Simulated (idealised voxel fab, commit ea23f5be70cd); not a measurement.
process module | voxel self aligned vias
cross-section cut | 230 nm wide | cells 5 nm
A cross-section is a grid of square cells, given in bands from the top down. A band is one or more rows of cells.
Each band's line starts with the height of the band's top and of its bottom, in nm. Then come its materials from left to right, each with its width in nm. One material with "throughout" fills the band from edge to edge. "air" is empty space.
Height 0 is the level under which the wafer as received is all one material. The lowest band goes on downwards, as in "0 down".
A width such as "30 to 40" changes by the same amount from each row of cells to the next, from the band's top row to its bottom row.
"no change" after a step means that no cell of the cross-section changed.
closed voids: empty space of 8 cells or more with no open way to the top, each as width x height at its distance from the left edge, in nm
after a step's settings: what the simulator itself notes on the step
overlay nm, on a step with a mask: how far to the right of its planned place the mask lay; to the left if negative
plan
1 op RECEIVE | material Si
2 op CONFORMAL_DEP | material SiO2 | thk nm 10
3 op CONFORMAL_DEP | material SiCN | thk nm 5
4 op DIRECTIONAL_DEP | material SiO2 | thk nm 30
5 op DIRECTIONAL_DEP | material aC | thk nm 15
6 op PATTERN | tone open | mask id LINES | material resist | width nm 25 | pitch nm 55 | thk nm 30 | overlay nm 0
7 op DIRECTIONAL_ETCH | etch materials aC | depth nm 15
8 op STRIP | etch materials resist
9 op DIRECTIONAL_ETCH | etch materials SiO2 | depth nm 30
10 op STRIP | etch materials aC
11 op CONFORMAL_DEP | material TiN | thk nm 5
12 op FILL_DEP | material W | thk nm 5
13 op CMP | height nm 45
14 op SELECTIVE_ETCH | etch materials W Ru TiN | depth nm 10
15 op FILL_DEP | material SiN | thk nm 5
16 op CMP | height nm 45
17 op DIRECTIONAL_DEP | material SiO2 | thk nm 15
18 op DIRECTIONAL_DEP | material aC | thk nm 10
19 op PATTERN | tone open | mask id VIAS | material resist | width nm 35 | pitch nm 55 | thk nm 25 | overlay nm 0
20 op DIRECTIONAL_ETCH | etch materials aC | depth nm 10
21 op STRIP | etch materials resist
22 op DIRECTIONAL_ETCH | etch materials SiO2 | depth nm 15
23 op DIRECTIONAL_ETCH | etch materials SiN | depth nm 10
24 op STRIP | etch materials aC
25 op CONFORMAL_DEP | material TiN | thk nm 5
26 op FILL_DEP | material Ru | thk nm 5
27 op CMP | height nm 60
28 op CONFORMAL_DEP | material SiCN | thk nm 5
as received, after step 1
  0 down: Si throughout
  closed voids: none
a wafer at the end: this start, this plan, one mistake
  65 to 60: SiCN throughout
  60 to 50: SiO2 40 | TiN 5 | Ru 25 | TiN 5 | SiO2 20 | TiN 5 | Ru 25 | TiN 5 | SiO2 20 | TiN 5 | Ru 25 | TiN 5 | SiO2 45
  50 to 45: SiO2 40 | TiN 35 | SiO2 20 | TiN 35 | SiO2 20 | TiN 35 | SiO2 45
  45 to 35: SiN 40 | TiN 5 | SiO2 25 | TiN 5 | SiN 20 | TiN 5 | SiO2 25 | TiN 5 | SiN 20 | TiN 5 | SiO2 25 | TiN 5 | SiN 45
  35 to 20: W 40 | TiN 5 | SiO2 25 | TiN 5 | W 20 | TiN 5 | SiO2 25 | TiN 5 | W 20 | TiN 5 | SiO2 25 | TiN 5 | W 45
  20 to 15: TiN 45 | SiO2 25 | TiN 30 | SiO2 25 | TiN 30 | SiO2 25 | TiN 50
  15 to 10: SiCN throughout
  10 to 0: SiO2 throughout
  0 down: Si throughout
  closed voids: none
what went wrong: step 6 ran as: op PATTERN | tone cover | mask id LINES | material resist | width nm 25 | pitch nm 55 | thk nm 30 | overlay nm 0
